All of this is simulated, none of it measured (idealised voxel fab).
Module name: voxel quadruple lines (process module)
Each square cell in cross-section cut measures 5 nm, and the section as a whole is 260 nm wide.
Cross-section, as written here: a square-cell grid given band by band from the top down, where a band holds one or more rows of cells.
Within each band entry, the heights of the top and of the bottom of the band appear first, in that order and in nm; the materials of the band then follow from left to right, each with its corresponding width in nm. The designation "all across" on a single material indicates that it fills the band from edge to edge; the designation "blank" indicates empty space.
Counting heights begins at 0, where everything beneath is, in the wafer as received, one material. The lowest band has no bottom; it goes on downwards, as "0 down" shows.
The notation "30->40" denotes a width that varies across the rows of cells in the band, beginning at the first number in the top row, finishing at the second number in the bottom row, and changing by an identical amount from each row to the next.
"no alteration" -> step changed no cross-section cell.
The entry titled "Closed cavities" provides the empty spaces that have no open way to the top, restricted to those of 8 cells or more. Each is presented as width x height at distance, the distance being measured from the left edge, with all three in nm.
If you see something after the settings on a step's line, that's the simulator's own remark about that step.
"overlay nm" denotes, for a step that has a mask, the displacement of the mask to the right of its planned place, with negative values corresponding to the left.
# Steps planned for the process
| 1 | op RECEIVE | material Si |
| 2 | op CONFORMAL_DEP | material Al2O3 | thk nm 5 |
| 3 | op DIRECTIONAL_DEP | material W | thk nm 15 |
| 4 | op DIRECTIONAL_DEP | material polySi | thk nm 20 |
| 5 | op DIRECTIONAL_DEP | material aC | thk nm 20 |
| 6 | op PATTERN | tone cover | mask id MANDREL | material resist | width nm 20 | thk nm 30 | overlay nm 0 |
| 7 | op DIRECTIONAL_ETCH | etch materials aC | depth nm 20 |
| 8 | op STRIP | etch materials resist |
| 9 | op CONFORMAL_DEP | material SiO2 | thk nm 10 |
| 10 | op DIRECTIONAL_ETCH | etch materials SiO2 | depth nm 10 |
| 11 | op STRIP | etch materials aC |
| 12 | op DIRECTIONAL_ETCH | etch materials polySi | depth nm 20 |
| 13 | op STRIP | etch materials SiO2 |
| 14 | op CONFORMAL_DEP | material SiCN | thk nm 5 |
| 15 | op DIRECTIONAL_ETCH | etch materials SiCN | depth nm 5 |
| 16 | op STRIP | etch materials polySi |
| 17 | op DIRECTIONAL_ETCH | etch materials W | depth nm 15 |
| 18 | op STRIP | etch materials SiCN |
# What follows covers the first of two wafers; it ran as planned
# As received (post step 1): cross-section
  0 down: Si all across
  Closed cavities: none
# after step 2
  5 to 0: Al2O3 all across
  At heights below 0, the structure remains unaltered.
# after step 3
  20 to 5: W all across
  At heights below 5, the structure remains unaltered.
# after step 4
  40 to 20: polySi all across
  At heights below 20, the structure remains unaltered.
# after step 5
  60 to 40: aC all across
  At heights below 40, the structure remains unaltered.
# after step 6
  90 to 60: 120 nm blank; 20 nm resist; 120 nm blank
  At heights below 60, the structure remains unaltered.
# after step 7
  70 to 60: 120 nm blank; 20 nm resist; 120 nm blank
  60 to 40: 120 nm blank; 20 nm aC; 120 nm blank
  At heights below 40, the structure remains unaltered.
# after step 8
  60 to 40: 120 nm blank; 20 nm aC; 120 nm blank
  At heights below 40, the structure remains unaltered.
# after step 9
  70 to 60: 110 nm blank; 40 nm SiO2; 110 nm blank
  60 to 50: 110 nm blank; 10 nm SiO2; 20 nm aC; 10 nm SiO2; 110 nm blank
  50 to 40: 120 nm SiO2; 20 nm aC; 120 nm SiO2
  At heights below 40, the structure remains unaltered.
# after step 10
  60 to 40: 110 nm blank; 10 nm SiO2; 20 nm aC; 10 nm SiO2; 110 nm blank
  At heights below 40, the structure remains unaltered.
# after step 11
  60 to 40: 110 nm blank; 10 nm SiO2; 20 nm blank; 10 nm SiO2; 110 nm blank
  At heights below 40, the structure remains unaltered.
# after step 12
  60 to 40: 110 nm blank; 10 nm SiO2; 20 nm blank; 10 nm SiO2; 110 nm blank
  40 to 20: 110 nm blank; 10 nm polySi; 20 nm blank; 10 nm polySi; 110 nm blank
  At heights below 20, the structure remains unaltered.
# after step 13
  40 to 20: 110 nm blank; 10 nm polySi; 20 nm blank; 10 nm polySi; 110 nm blank
  At heights below 20, the structure remains unaltered.
# after step 14
  45 to 40: 105 nm blank; 20 nm SiCN; 10 nm blank; 20 nm SiCN; 105 nm blank
  40 to 25: 105 nm blank; 5 nm SiCN; 10 nm polySi; 5 nm SiCN; 10 nm blank; 5 nm SiCN; 10 nm polySi; 5 nm SiCN; 105 nm blank
  25 to 20: 110 nm SiCN; 10 nm polySi; 20 nm SiCN; 10 nm polySi; 110 nm SiCN
  At heights below 20, the structure remains unaltered.
# after step 15
  40 to 20: 105 nm blank; 5 nm SiCN; 10 nm polySi; 5 nm SiCN; 10 nm blank; 5 nm SiCN; 10 nm polySi; 5 nm SiCN; 105 nm blank
  At heights below 20, the structure remains unaltered.
# after step 16
  40 to 20: 105 nm blank; 5 nm SiCN; 10 nm blank; 5 nm SiCN; 10 nm blank; 5 nm SiCN; 10 nm blank; 5 nm SiCN; 105 nm blank
  At heights below 20, the structure remains unaltered.
# after step 17
  40 to 20: 105 nm blank; 5 nm SiCN; 10 nm blank; 5 nm SiCN; 10 nm blank; 5 nm SiCN; 10 nm blank; 5 nm SiCN; 105 nm blank
  20 to 5: 105 nm blank; 5 nm W; 10 nm blank; 5 nm W; 10 nm blank; 5 nm W; 10 nm blank; 5 nm W; 105 nm blank
  At heights below 5, the structure remains unaltered.
# after step 18
  20 to 5: 105 nm blank; 5 nm W; 10 nm blank; 5 nm W; 10 nm blank; 5 nm W; 10 nm blank; 5 nm W; 105 nm blank
  At heights below 5, the structure remains unaltered.
# Here the second wafer is described. Its start and its plan were those of the first wafer. Its run contained one mistake. Up to and including step 2, it did exactly what the first wafer did
# Second wafer shown in cross-section at the time step 3 was slated to end
  35 to 5: W all across
  At heights below 5, the structure remains unaltered.
# Second wafer shown in cross-section at the time step 4 was slated to end
  55 to 35: polySi all across
  At heights below 35, the structure remains unaltered.
# Second wafer shown in cross-section at the time step 5 was slated to end
  75 to 55: aC all across
  At heights below 55, the structure remains unaltered.
# Second wafer shown in cross-section at the time step 6 was slated to end
  105 to 75: 120 nm blank; 20 nm resist; 120 nm blank
  At heights below 75, the structure remains unaltered.
# Second wafer shown in cross-section at the time step 7 was slated to end
  85 to 75: 120 nm blank; 20 nm resist; 120 nm blank
  75 to 55: 120 nm blank; 20 nm aC; 120 nm blank
  At heights below 55, the structure remains unaltered.
# Second wafer shown in cross-section at the time step 8 was slated to end
  75 to 55: 120 nm blank; 20 nm aC; 120 nm blank
  At heights below 55, the structure remains unaltered.
# Second wafer shown in cross-section at the time step 9 was slated to end
  85 to 75: 110 nm blank; 40 nm SiO2; 110 nm blank
  75 to 65: 110 nm blank; 10 nm SiO2; 20 nm aC; 10 nm SiO2; 110 nm blank
  65 to 55: 120 nm SiO2; 20 nm aC; 120 nm SiO2
  At heights below 55, the structure remains unaltered.
# Second wafer shown in cross-section at the time step 10 was slated to end
  75 to 55: 110 nm blank; 10 nm SiO2; 20 nm aC; 10 nm SiO2; 110 nm blank
  At heights below 55, the structure remains unaltered.
# Second wafer shown in cross-section at the time step 11 was slated to end
  75 to 55: 110 nm blank; 10 nm SiO2; 20 nm blank; 10 nm SiO2; 110 nm blank
  At heights below 55, the structure remains unaltered.
# Second wafer shown in cross-section at the time step 12 was slated to end
  75 to 55: 110 nm blank; 10 nm SiO2; 20 nm blank; 10 nm SiO2; 110 nm blank
  55 to 35: 110 nm blank; 10 nm polySi; 20 nm blank; 10 nm polySi; 110 nm blank
  At heights below 35, the structure remains unaltered.
# Second wafer shown in cross-section at the time step 13 was slated to end
  55 to 35: 110 nm blank; 10 nm polySi; 20 nm blank; 10 nm polySi; 110 nm blank
  At heights below 35, the structure remains unaltered.
# Second wafer shown in cross-section at the time step 14 was slated to end
  60 to 55: 105 nm blank; 20 nm SiCN; 10 nm blank; 20 nm SiCN; 105 nm blank
  55 to 40: 105 nm blank; 5 nm SiCN; 10 nm polySi; 5 nm SiCN; 10 nm blank; 5 nm SiCN; 10 nm polySi; 5 nm SiCN; 105 nm blank
  40 to 35: 110 nm SiCN; 10 nm polySi; 20 nm SiCN; 10 nm polySi; 110 nm SiCN
  At heights below 35, the structure remains unaltered.
# Second wafer shown in cross-section at the time step 15 was slated to end
  55 to 35: 105 nm blank; 5 nm SiCN; 10 nm polySi; 5 nm SiCN; 10 nm blank; 5 nm SiCN; 10 nm polySi; 5 nm SiCN; 105 nm blank
  At heights below 35, the structure remains unaltered.
# Second wafer shown in cross-section at the time step 16 was slated to end
  55 to 35: 105 nm blank; 5 nm SiCN; 10 nm blank; 5 nm SiCN; 10 nm blank; 5 nm SiCN; 10 nm blank; 5 nm SiCN; 105 nm blank
  At heights below 35, the structure remains unaltered.
# Second wafer shown in cross-section at the time step 17 was slated to end
  55 to 35: 105 nm blank; 5 nm SiCN; 10 nm blank; 5 nm SiCN; 10 nm blank; 5 nm SiCN; 10 nm blank; 5 nm SiCN; 105 nm blank
  35 to 20: 105 nm blank; 5 nm W; 10 nm blank; 5 nm W; 10 nm blank; 5 nm W; 10 nm blank; 5 nm W; 105 nm blank
  At heights below 20, the structure remains unaltered.
# Second wafer shown in cross-section at the time step 18 was slated to end
  35 to 20: 105 nm blank; 5 nm W; 10 nm blank; 5 nm W; 10 nm blank; 5 nm W; 10 nm blank; 5 nm W; 105 nm blank
  At heights below 20, the structure remains unaltered.
The mistake made against the process plan was this: step 3 of the plan saw execution twice
at the end the second wafer has, in cells: W +156
